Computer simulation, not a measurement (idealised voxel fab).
process module | voxel transistor to metal
cross-section cut | 140 nm wide | cells 5 nm
A cross-section is a grid of square cells, given in bands from the top down. A band is one or more rows of cells.
Each band's line starts with the height of the band's top and of its bottom, in nm. Then come its materials from left to right, each with its width in nm. One material with "throughout" fills the band from edge to edge. "air" is empty space.
Height 0 is the level under which the wafer as received is all one material. The lowest band goes on downwards, as in "0 down".
A width such as "30 to 40" changes by the same amount from each row of cells to the next, from the band's top row to its bottom row.
"no change" after a step means that no cell of the cross-section changed.
closed voids: empty space of 8 cells or more with no open way to the top, each as width x height at its distance from the left edge, in nm
after a step's settings: what the simulator itself notes on the step
overlay nm, on a step with a mask: how far to the right of its planned place the mask lay; to the left if negative
plan
1 op RECEIVE | material Si
2 op OXIDIZE | depth nm 5
3 op CONFORMAL_DEP | material SiN | thk nm 10
4 op PATTERN | tone cover | mask id ACTIVE | material resist | width nm 105 | thk nm 15 | overlay nm 0
5 op DIRECTIONAL_ETCH | etch materials SiN | depth nm 10
6 op DIRECTIONAL_ETCH | etch materials SiO2 | depth nm 5
7 op DIRECTIONAL_ETCH | etch materials Si | depth nm 25
8 op STRIP | etch materials resist
9 op OXIDIZE | depth nm 5
10 op FILL_DEP | material SiO2 | thk nm 5
11 op CMP | height nm 10
12 op SELECTIVE_ETCH | etch materials SiO2 | depth nm 10
13 op STRIP | etch materials SiN
14 op SELECTIVE_ETCH | etch materials SiO2 | depth nm 5
15 op OXIDIZE | depth nm 5
16 op DIRECTIONAL_DEP | material polySi | thk nm 25
17 op DIRECTIONAL_DEP | material SiCN | thk nm 15
18 op PATTERN | tone cover | mask id GATE | material resist | width nm 15 | thk nm 20 | overlay nm 0
19 op DIRECTIONAL_ETCH | etch materials SiCN | depth nm 25
20 op DIRECTIONAL_ETCH | etch materials polySi | depth nm 35
21 op STRIP | etch materials resist
22 op CONFORMAL_DEP | material SiO2 | thk nm 5
23 op DIRECTIONAL_ETCH | etch materials SiO2 | depth nm 5
24 op CONFORMAL_DEP | material SiN | thk nm 5
25 op DIRECTIONAL_ETCH | etch materials SiN | depth nm 5
26 op DIRECTIONAL_ETCH | etch materials SiO2 | depth nm 5
27 op DIRECTIONAL_ETCH | etch materials Si | depth nm 10
28 op EPI | material SiGe | thk nm 10
29 op FILL_DEP | material SiO2 | thk nm 10
30 op CMP | height nm 35
31 op DIRECTIONAL_DEP | material SiO2 | thk nm 15
32 op MASKED_ETCH | tone open | mask id CONTACT | width nm 20 | pitch nm 75 | etch materials SiO2 | depth nm 60 | overlay nm 0
33 op CONFORMAL_DEP | material TiN | thk nm 5
34 op FILL_DEP | material W | thk nm 5
35 op CMP | height nm 50
36 op CONFORMAL_DEP | material SiN | thk nm 5
37 op DIRECTIONAL_DEP | material SiO2 | thk nm 25
38 op MASKED_ETCH | tone open | mask id METAL_1 | width nm 20 | pitch nm 75 | etch materials SiO2 | depth nm 25 | overlay nm 0
39 op MASKED_ETCH | tone open | mask id METAL_1 | width nm 20 | pitch nm 75 | etch materials SiN | depth nm 5 | overlay nm 0
40 op CONFORMAL_DEP | material TiN | thk nm 5
41 op FILL_DEP | material Cu | thk nm 10
42 op CMP | height nm 80
43 op CONFORMAL_DEP | material SiCN | thk nm 5
44 op DIRECTIONAL_DEP | material SiO2 | thk nm 35
45 op MASKED_ETCH | tone open | mask id METAL_2_HOLES | width nm 15 | pitch nm 75 | etch materials SiO2 | depth nm 35 | overlay nm 0
46 op DIRECTIONAL_DEP | material aC | thk nm 15
47 op PATTERN | tone open | mask id METAL_2 | material resist | width nm 20 | pitch nm 75 | thk nm 35 | overlay nm 0
48 op DIRECTIONAL_ETCH | etch materials aC | depth nm 15
49 op STRIP | etch materials resist
50 op DIRECTIONAL_ETCH | etch materials SiO2 | depth nm 20
51 op DIRECTIONAL_ETCH | etch materials SiCN | depth nm 5
52 op STRIP | etch materials aC
53 op CONFORMAL_DEP | material TiN | thk nm 5
54 op FILL_DEP | material Ru | thk nm 10
55 op CMP | height nm 120
56 op CONFORMAL_DEP | material SiN | thk nm 5
as received, after step 1
  0 down: Si throughout
  closed voids: none
a wafer at the end: this start, this plan, one mistake
  125 to 120: SiN throughout
  120 to 105: SiO2 20 | TiN 5 | Ru 10 | TiN 5 | SiO2 55 | TiN 5 | Ru 10 | TiN 5 | SiO2 25
  105 to 100: SiO2 20 | TiN 5 | Ru 5 | TiN 10 | SiO2 55 | TiN 5 | Ru 5 | TiN 10 | SiO2 25
  100 to 85: SiO2 20 | TiN 5 | Ru 5 | TiN 5 | SiO2 60 | TiN 5 | Ru 5 | TiN 5 | SiO2 30
  85 to 80: SiCN 20 | TiN 15 | SiCN 60 | TiN 15 | SiCN 30
  80 to 55: SiO2 20 | TiN 5 | Cu 10 | TiN 5 | SiO2 55 | TiN 5 | Cu 10 | TiN 5 | SiO2 25
  55 to 50: SiN 20 | TiN 20 | SiN 55 | TiN 20 | SiN 25
  50 to 35: SiO2 20 | TiN 5 | W 10 | TiN 5 | SiO2 55 | TiN 5 | W 10 | TiN 5 | SiO2 25
  35 to 30: SiO2 20 | TiN 5 | W 10 | TiN 5 | SiO2 10 | SiN 5 | SiO2 5 | SiCN 15 | SiO2 5 | SiN 5 | SiO2 10 | TiN 5 | W 10 | TiN 5 | SiO2 25
  30 to 25: SiO2 20 | TiN 20 | SiO2 10 | SiN 5 | SiO2 5 | SiCN 15 | SiO2 5 | SiN 5 | SiO2 10 | TiN 20 | SiO2 25
  25 to 20: SiCN throughout
  20 to -5: polySi throughout
  -5 to -10: SiO2 throughout
  -10 to -35: SiO2 20 | Si 95 | SiO2 25
  -35 down: Si throughout
  closed voids: none
what went wrong: step 17 was run twice
